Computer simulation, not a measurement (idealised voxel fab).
process module | voxel self aligned contacts
cross-section cut | 150 nm wide | cells 5 nm
A cross-section is a grid of square cells, given in bands from the top down. A band is one or more rows of cells.
Each band's line starts with the height of the band's top and of its bottom, in nm. Then come its materials from left to right, each with its width in nm. One material with "throughout" fills the band from edge to edge. "air" is empty space.
Height 0 is the level under which the wafer as received is all one material. The lowest band goes on downwards, as in "0 down".
A width such as "30 to 40" changes by the same amount from each row of cells to the next, from the band's top row to its bottom row.
"no change" after a step means that no cell of the cross-section changed.
closed voids: empty space of 8 cells or more with no open way to the top, each as width x height at its distance from the left edge, in nm
after a step's settings: what the simulator itself notes on the step
overlay nm, on a step with a mask: how far to the right of its planned place the mask lay; to the left if negative
plan
1 op RECEIVE | material Si
2 op CONFORMAL_DEP | material SiO2 | thk nm 5
3 op DIRECTIONAL_DEP | material polySi | thk nm 30
4 op DIRECTIONAL_DEP | material SiN | thk nm 20
5 op MASKED_ETCH | tone cover | mask id GATE | width nm 30 | pitch nm 60 | etch materials SiN | depth nm 20 | overlay nm 0
6 op MASKED_ETCH | tone cover | mask id GATE | width nm 30 | pitch nm 60 | etch materials polySi | depth nm 30 | overlay nm 0
7 op CONFORMAL_DEP | material SiN | thk nm 5
8 op DIRECTIONAL_ETCH | etch materials SiN | depth nm 5
9 op FILL_DEP | material SiO2 | thk nm 20
10 op CMP | height nm 65
11 op DIRECTIONAL_DEP | material aC | thk nm 15
12 op PATTERN | tone open | mask id CONTACT | material resist | width nm 40 | thk nm 30 | overlay nm 0
13 op DIRECTIONAL_ETCH | etch materials aC | depth nm 15
14 op STRIP | etch materials resist
15 op DIRECTIONAL_ETCH | etch materials SiO2 | depth nm 65
16 op STRIP | etch materials aC
17 op CONFORMAL_DEP | material TiN | thk nm 5
18 op FILL_DEP | material W | thk nm 5
19 op CMP | height nm 65
20 op CONFORMAL_DEP | material SiN | thk nm 5
first wafer, as planned
as received, after step 1
  0 down: Si throughout
  closed voids: none
after step 2
  5 to 0: SiO2 throughout
  below 0: unchanged
after step 3
  35 to 5: polySi throughout
  below 5: unchanged
after step 4
  55 to 35: SiN throughout
  below 35: unchanged
after step 5
  55 to 35: air 30 | SiN 30 | air 30 | SiN 30 | air 30
  below 35: unchanged
after step 6
  55 to 35: air 30 | SiN 30 | air 30 | SiN 30 | air 30
  35 to 5: air 30 | polySi 30 | air 30 | polySi 30 | air 30
  below 5: unchanged
after step 7
  60 to 35: air 25 | SiN 40 | air 20 | SiN 40 | air 25
  35 to 10: air 25 | SiN 5 | polySi 30 | SiN 5 | air 20 | SiN 5 | polySi 30 | SiN 5 | air 25
  10 to 5: SiN 30 | polySi 30 | SiN 30 | polySi 30 | SiN 30
  below 5: unchanged
after step 8
  55 to 35: air 25 | SiN 40 | air 20 | SiN 40 | air 25
  35 to 5: air 25 | SiN 5 | polySi 30 | SiN 5 | air 20 | SiN 5 | polySi 30 | SiN 5 | air 25
  below 5: unchanged
after step 9
  75 to 55: SiO2 throughout
  55 to 35: SiO2 25 | SiN 40 | SiO2 20 | SiN 40 | SiO2 25
  35 to 5: SiO2 25 | SiN 5 | polySi 30 | SiN 5 | SiO2 20 | SiN 5 | polySi 30 | SiN 5 | SiO2 25
  below 5: unchanged
after step 10
  65 to 55: SiO2 throughout
  below 55: unchanged
after step 11
  80 to 65: aC throughout
  below 65: unchanged
after step 12
  110 to 80: resist 55 | air 40 | resist 55
  below 80: unchanged
after step 13
  95 to 80: resist 55 | air 40 | resist 55
  80 to 65: aC 55 | air 40 | aC 55
  below 65: unchanged
after step 14
  80 to 65: aC 55 | air 40 | aC 55
  below 65: unchanged
after step 15
  80 to 65: aC 55 | air 40 | aC 55
  65 to 55: SiO2 55 | air 40 | SiO2 55
  55 to 35: SiO2 25 | SiN 40 | air 20 | SiN 40 | SiO2 25
  35 to 5: SiO2 25 | SiN 5 | polySi 30 | SiN 5 | air 20 | SiN 5 | polySi 30 | SiN 5 | SiO2 25
  5 to 0: SiO2 65 | air 20 | SiO2 65
  below 0: unchanged
after step 16
  65 to 55: SiO2 55 | air 40 | SiO2 55
  below 55: unchanged
after step 17
  70 to 65: TiN 60 | air 30 | TiN 60
  65 to 55: SiO2 55 | TiN 5 to 15 | air 30 to 10 | TiN 5 to 15 | SiO2 55
  55 to 35: SiO2 25 | SiN 40 | TiN 5 | air 10 | TiN 5 | SiN 40 | SiO2 25
  35 to 5: SiO2 25 | SiN 5 | polySi 30 | SiN 5 | TiN 5 | air 10 | TiN 5 | SiN 5 | polySi 30 | SiN 5 | SiO2 25
  5 to 0: SiO2 65 | TiN 20 | SiO2 65
  below 0: unchanged
after step 18
  75 to 70: W throughout
  70 to 65: TiN 60 | W 30 | TiN 60
  65 to 55: SiO2 55 | TiN 5 to 15 | W 30 to 10 | TiN 5 to 15 | SiO2 55
  55 to 35: SiO2 25 | SiN 40 | TiN 5 | W 10 | TiN 5 | SiN 40 | SiO2 25
  35 to 5: SiO2 25 | SiN 5 | polySi 30 | SiN 5 | TiN 5 | W 10 | TiN 5 | SiN 5 | polySi 30 | SiN 5 | SiO2 25
  below 5: unchanged
after step 19
  65 to 55: SiO2 55 | TiN 5 to 15 | W 30 to 10 | TiN 5 to 15 | SiO2 55
  below 55: unchanged
after step 20
  70 to 65: SiN throughout
  below 65: unchanged
second wafer: like start, like plan, one mistake. Through step 1 it matches the first wafer
when step 2 should have ended: no change
when step 3 should have ended
  30 to 0: polySi throughout
  below 0: unchanged
when step 4 should have ended
  50 to 30: SiN throughout
  below 30: unchanged
when step 5 should have ended
  50 to 30: air 30 | SiN 30 | air 30 | SiN 30 | air 30
  below 30: unchanged
when step 6 should have ended
  50 to 30: air 30 | SiN 30 | air 30 | SiN 30 | air 30
  30 to 0: air 30 | polySi 30 | air 30 | polySi 30 | air 30
  below 0: unchanged
when step 7 should have ended
  55 to 30: air 25 | SiN 40 | air 20 | SiN 40 | air 25
  30 to 5: air 25 | SiN 5 | polySi 30 | SiN 5 | air 20 | SiN 5 | polySi 30 | SiN 5 | air 25
  5 to 0: SiN 30 | polySi 30 | SiN 30 | polySi 30 | SiN 30
  below 0: unchanged
when step 8 should have ended
  50 to 30: air 25 | SiN 40 | air 20 | SiN 40 | air 25
  30 to 0: air 25 | SiN 5 | polySi 30 | SiN 5 | air 20 | SiN 5 | polySi 30 | SiN 5 | air 25
  below 0: unchanged
when step 9 should have ended
  70 to 50: SiO2 throughout
  50 to 30: SiO2 25 | SiN 40 | SiO2 20 | SiN 40 | SiO2 25
  30 to 0: SiO2 25 | SiN 5 | polySi 30 | SiN 5 | SiO2 20 | SiN 5 | polySi 30 | SiN 5 | SiO2 25
  below 0: unchanged
when step 10 should have ended
  65 to 50: SiO2 throughout
  below 50: unchanged
when step 11 should have ended
  80 to 65: aC throughout
  below 65: unchanged
when step 12 should have ended
  110 to 80: resist 55 | air 40 | resist 55
  below 80: unchanged
when step 13 should have ended
  95 to 80: resist 55 | air 40 | resist 55
  80 to 65: aC 55 | air 40 | aC 55
  below 65: unchanged
when step 14 should have ended
  80 to 65: aC 55 | air 40 | aC 55
  below 65: unchanged
when step 15 should have ended
  80 to 65: aC 55 | air 40 | aC 55
  65 to 50: SiO2 55 | air 40 | SiO2 55
  50 to 30: SiO2 25 | SiN 40 | air 20 | SiN 40 | SiO2 25
  30 to 0: SiO2 25 | SiN 5 | polySi 30 | SiN 5 | air 20 | SiN 5 | polySi 30 | SiN 5 | SiO2 25
  below 0: unchanged
when step 16 should have ended
  65 to 50: SiO2 55 | air 40 | SiO2 55
  below 50: unchanged
when step 17 should have ended
  70 to 65: TiN 60 | air 30 | TiN 60
  65 to 55: SiO2 55 | TiN 5 | air 30 | TiN 5 | SiO2 55
  55 to 50: SiO2 55 | TiN 15 | air 10 | TiN 15 | SiO2 55
  50 to 30: SiO2 25 | SiN 40 | TiN 5 | air 10 | TiN 5 | SiN 40 | SiO2 25
  30 to 5: SiO2 25 | SiN 5 | polySi 30 | SiN 5 | TiN 5 | air 10 | TiN 5 | SiN 5 | polySi 30 | SiN 5 | SiO2 25
  5 to 0: SiO2 25 | SiN 5 | polySi 30 | SiN 5 | TiN 20 | SiN 5 | polySi 30 | SiN 5 | SiO2 25
  below 0: unchanged
when step 18 should have ended
  75 to 70: W throughout
  70 to 65: TiN 60 | W 30 | TiN 60
  65 to 55: SiO2 55 | TiN 5 | W 30 | TiN 5 | SiO2 55
  55 to 50: SiO2 55 | TiN 15 | W 10 | TiN 15 | SiO2 55
  50 to 30: SiO2 25 | SiN 40 | TiN 5 | W 10 | TiN 5 | SiN 40 | SiO2 25
  30 to 5: SiO2 25 | SiN 5 | polySi 30 | SiN 5 | TiN 5 | W 10 | TiN 5 | SiN 5 | polySi 30 | SiN 5 | SiO2 25
  below 5: unchanged
when step 19 should have ended
  65 to 55: SiO2 55 | TiN 5 | W 30 | TiN 5 | SiO2 55
  below 55: unchanged
when step 20 should have ended
  70 to 65: SiN throughout
  below 65: unchanged
what went wrong: step 2 was left out
at the end the second wafer has, in cells: 4 fewer of SiO2 | 4 more of W
